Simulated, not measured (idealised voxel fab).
Process module in this document: voxel self aligned vias
Displayed cross-section: cut, width of 175 nm, square cells sized 5 nm.
Reading order for cross-sections: top band down to bottom band. Underlying form: a grid of square cells. Band size: one or more rows of cells. This entry defines a band. It first specifies the height of the band's top and the height of its bottom in nm, and then specifies the band's materials from left to right, stating each material with its width in nm. The word "all across" identifies a single material that fills the band from edge to edge, while the word "air" identifies empty space. Measure heights from 0. That's the level where, below it, the as-received wafer is all one material. The lowest band is bottomless and extends downward; write it as in "0 nm and below". Graded width ("30..40"): value in top row of band = first number; value in bottom row = second number; row-to-row change constant. What does "same as before" mean for a step? It means no cell of the cross-section changed in that step. The entry "Voids, fully enclosed" lists the empty spaces that cover at least 8 cells and have no open path to the top. Each is written as width x height at distance, where the distance is measured from the left edge and all three values are in nm. Step line, after settings: the simulator's comment on this step. overlay nm: on a step with a mask, how far right of its planned place the mask lay; negative means left.

# List of planned process steps
step 1: RECEIVE (material Si)
step 2: CONFORMAL_DEP (material SiO2; thk nm 15)
step 3: CONFORMAL_DEP (material SiCN; thk nm 5)
step 4: DIRECTIONAL_DEP (material lowk; thk nm 20)
step 5: MASKED_ETCH (tone open; mask id LINES; width nm 30; pitch nm 70; etch materials lowk; depth nm 20; overlay nm 0)
step 6: CONFORMAL_DEP (material TiN; thk nm 5)
step 7: FILL_DEP (material Ru; thk nm 10)
step 8: CMP (height nm 40)
step 9: SELECTIVE_ETCH (etch materials W Ru TiN; depth nm 5)
step 10: FILL_DEP (material SiN; thk nm 10)
step 11: CMP (height nm 40)
step 12: DIRECTIONAL_DEP (material lowk; thk nm 20)
step 13: DIRECTIONAL_DEP (material aC; thk nm 15)
step 14: PATTERN (tone open; mask id VIAS; material resist; width nm 40; pitch nm 70; thk nm 30; overlay nm 0)
step 15: DIRECTIONAL_ETCH (etch materials aC; depth nm 15)
step 16: STRIP (etch materials resist)
step 17: DIRECTIONAL_ETCH (etch materials lowk; depth nm 20)
step 18: DIRECTIONAL_ETCH (etch materials SiN; depth nm 5)
step 19: STRIP (etch materials aC)
step 20: CONFORMAL_DEP (material TiN; thk nm 5)
step 21: FILL_DEP (material Ru; thk nm 10)
step 22: CMP (height nm 60)
step 23: CONFORMAL_DEP (material SiCN; thk nm 5)

# First wafer out of two, processed as planned

# Cross-section of the wafer as it came to us, i.e., already through step 1
* 0 nm and below  Si all across
* Voids, fully enclosed: none

# How the wafer stands in section after step 2
* 15 nm to 0 nm  SiO2 all across
* Below 0, no change.

# How the wafer stands in section after step 3
* 20 nm to 15 nm  SiCN all across
* Below 15, no change.

# How the wafer stands in section after step 4
* 40 nm to 20 nm  lowk all across
* Below 20, no change.

# How the wafer stands in section after step 5
* 40 nm to 20 nm  lowk: 35; air: 30; lowk: 40; air: 30; lowk: 40
* Below 20, no change.

# How the wafer stands in section after step 6
* 45 nm to 40 nm  TiN: 40; air: 20; TiN: 50; air: 20; TiN: 45
* 40 nm to 25 nm  lowk: 35; TiN: 5; air: 20; TiN: 5; lowk: 40; TiN: 5; air: 20; TiN: 5; lowk: 40
* 25 nm to 20 nm  lowk: 35; TiN: 30; lowk: 40; TiN: 30; lowk: 40
* Below 20, no change.

# How the wafer stands in section after step 7
* 55 nm to 45 nm  Ru all across
* 45 nm to 40 nm  TiN: 40; Ru: 20; TiN: 50; Ru: 20; TiN: 45
* 40 nm to 25 nm  lowk: 35; TiN: 5; Ru: 20; TiN: 5; lowk: 40; TiN: 5; Ru: 20; TiN: 5; lowk: 40
* Below 25, no change.

# How the wafer stands in section after step 8
* 40 nm to 25 nm  lowk: 35; TiN: 5; Ru: 20; TiN: 5; lowk: 40; TiN: 5; Ru: 20; TiN: 5; lowk: 40
* Below 25, no change.

# How the wafer stands in section after step 9
* 40 nm to 35 nm  lowk: 35; air: 30; lowk: 40; air: 30; lowk: 40
* Below 35, no change.

# How the wafer stands in section after step 10
* 50 nm to 40 nm  SiN all across
* 40 nm to 35 nm  lowk: 35; SiN: 30; lowk: 40; SiN: 30; lowk: 40
* Below 35, no change.

# How the wafer stands in section after step 11
* 40 nm to 35 nm  lowk: 35; SiN: 30; lowk: 40; SiN: 30; lowk: 40
* Below 35, no change.

# How the wafer stands in section after step 12
* 60 nm to 40 nm  lowk all across
* Below 40, no change.

# How the wafer stands in section after step 13
* 75 nm to 60 nm  aC all across
* Below 60, no change.

# How the wafer stands in section after step 14
* 105 nm to 75 nm  resist: 30; air: 40; resist: 30; air: 40; resist: 35
* Below 75, no change.

# How the wafer stands in section after step 15
* 90 nm to 75 nm  resist: 30; air: 40; resist: 30; air: 40; resist: 35
* 75 nm to 60 nm  aC: 30; air: 40; aC: 30; air: 40; aC: 35
* Below 60, no change.

# How the wafer stands in section after step 16
* 75 nm to 60 nm  aC: 30; air: 40; aC: 30; air: 40; aC: 35
* Below 60, no change.

# How the wafer stands in section after step 17
* 75 nm to 60 nm  aC: 30; air: 40; aC: 30; air: 40; aC: 35
* 60 nm to 40 nm  lowk: 30; air: 40; lowk: 30; air: 40; lowk: 35
* Below 40, no change.

# How the wafer stands in section after step 18
* 75 nm to 60 nm  aC: 30; air: 40; aC: 30; air: 40; aC: 35
* 60 nm to 40 nm  lowk: 30; air: 40; lowk: 30; air: 40; lowk: 35
* 40 nm to 35 nm  lowk: 35; air: 30; lowk: 40; air: 30; lowk: 40
* Below 35, no change.

# How the wafer stands in section after step 19
* 60 nm to 40 nm  lowk: 30; air: 40; lowk: 30; air: 40; lowk: 35
* Below 40, no change.

# How the wafer stands in section after step 20
* 65 nm to 60 nm  TiN: 35; air: 30; TiN: 40; air: 30; TiN: 40
* 60 nm to 45 nm  lowk: 30; TiN: 5; air: 30; TiN: 5; lowk: 30; TiN: 5; air: 30; TiN: 5; lowk: 35
* 45 nm to 40 nm  lowk: 30; TiN: 10; air: 20; TiN: 10; lowk: 30; TiN: 10; air: 20; TiN: 10; lowk: 35
* 40 nm to 35 nm  lowk: 35; TiN: 30; lowk: 40; TiN: 30; lowk: 40
* Below 35, no change.

# How the wafer stands in section after step 21
* 75 nm to 65 nm  Ru all across
* 65 nm to 60 nm  TiN: 35; Ru: 30; TiN: 40; Ru: 30; TiN: 40
* 60 nm to 45 nm  lowk: 30; TiN: 5; Ru: 30; TiN: 5; lowk: 30; TiN: 5; Ru: 30; TiN: 5; lowk: 35
* 45 nm to 40 nm  lowk: 30; TiN: 10; Ru: 20; TiN: 10; lowk: 30; TiN: 10; Ru: 20; TiN: 10; lowk: 35
* Below 40, no change.

# How the wafer stands in section after step 22
* 60 nm to 45 nm  lowk: 30; TiN: 5; Ru: 30; TiN: 5; lowk: 30; TiN: 5; Ru: 30; TiN: 5; lowk: 35
* Below 45, no change.

# How the wafer stands in section after step 23
* 65 nm to 60 nm  SiCN all across
* Below 60, no change.

# What follows concerns the second wafer, which started out like the first and was meant to follow the very same plan; one mistake crept in when it was run, but everything up to and including step 21 is the same as for the first wafer

Cross-section: second wafer, time at which step 22 was scheduled to end: same as before

# Cross-section: second wafer, time at which step 23 was scheduled to end
* 80 nm to 75 nm  SiCN all across
* Below 75, no change.
The mistake made against the process plan was this: plan step 22: skipped, not run
At the finish, the second wafer shows more or fewer cells for some materials than the first does: Ru: 82 more | TiN: 23 more
